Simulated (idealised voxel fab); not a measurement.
process module | voxel local oxidation
cross-section cut | 205 nm wide | cells 5 nm
A cross-section is a grid of square cells, given in bands from the top down. A band is one or more rows of cells.
Each band's line starts with the height of the band's top and of its bottom, in nm. Then come its materials from left to right, each with its width in nm. One material with "throughout" fills the band from edge to edge. "air" is empty space.
Height 0 is the level under which the wafer as received is all one material. The lowest band goes on downwards, as in "0 down".
A width such as "30 to 40" changes by the same amount from each row of cells to the next, from the band's top row to its bottom row.
"no change" after a step means that no cell of the cross-section changed.
closed voids: empty space of 8 cells or more with no open way to the top, each as width x height at its distance from the left edge, in nm
after a step's settings: what the simulator itself notes on the step
overlay nm, on a step with a mask: how far to the right of its planned place the mask lay; to the left if negative
plan
1 op RECEIVE | material Si
2 op OXIDIZE | depth nm 5
3 op CONFORMAL_DEP | material SiN | thk nm 15
4 op DIRECTIONAL_DEP | material aC | thk nm 15
5 op PATTERN | tone cover | mask id ACTIVE | material resist | width nm 130 | thk nm 35 | overlay nm 0
6 op DIRECTIONAL_ETCH | etch materials aC | depth nm 15
7 op STRIP | etch materials resist
8 op DIRECTIONAL_ETCH | etch materials SiN | depth nm 15
9 op STRIP | etch materials aC
10 op SELECTIVE_ETCH | etch materials SiO2 | depth nm 5
11 op OXIDIZE | depth nm 15
12 op STRIP | etch materials SiN
first wafer, as planned
as received, after step 1
  0 down: Si throughout
  closed voids: none
after step 2
  0 to -5: SiO2 throughout
  below -5: unchanged
after step 3
  15 to 0: SiN throughout
  below 0: unchanged
after step 4
  30 to 15: aC throughout
  below 15: unchanged
after step 5
  65 to 30: air 35 | resist 130 | air 40
  below 30: unchanged
after step 6
  50 to 30: air 35 | resist 130 | air 40
  30 to 15: air 35 | aC 130 | air 40
  below 15: unchanged
after step 7
  30 to 15: air 35 | aC 130 | air 40
  below 15: unchanged
after step 8
  30 to 15: air 35 | aC 130 | air 40
  15 to 0: air 35 | SiN 130 | air 40
  below 0: unchanged
after step 9
  15 to 0: air 35 | SiN 130 | air 40
  below 0: unchanged
after step 10
  15 to 0: air 35 | SiN 130 | air 40
  0 to -5: air 40 | SiO2 120 | air 45
  below -5: unchanged
after step 11
  15 to 0: air 35 | SiN 130 | air 40
  0 to -5: air 40 | SiO2 120 | air 45
  -5 to -20: SiO2 55 | Si 90 | SiO2 60
  below -20: unchanged
after step 12
  0 to -5: air 40 | SiO2 120 | air 45
  below -5: unchanged
second wafer: like start, like plan, one mistake. Through step 3 it matches the first wafer
when step 4 should have ended
  30 to 15: SiO2 throughout
  below 15: unchanged
when step 5 should have ended
  65 to 30: air 35 | resist 130 | air 40
  below 30: unchanged
when step 6 should have ended
  50 to 30: air 35 | resist 130 | air 40
  below 30: unchanged
when step 7 should have ended
  30 to 15: SiO2 throughout
  below 15: unchanged
when step 8 should have ended: no change
when step 9 should have ended: no change
when step 10 should have ended
  25 to 15: SiO2 throughout
  below 15: unchanged
when step 11 should have ended: no change
when step 12 should have ended: no change
what went wrong: step 4 ran as: op DIRECTIONAL_DEP | material SiO2 | thk nm 15
at the end the second wafer has, in cells: 69 more of Si | 123 more of SiN | 30 more of SiO2
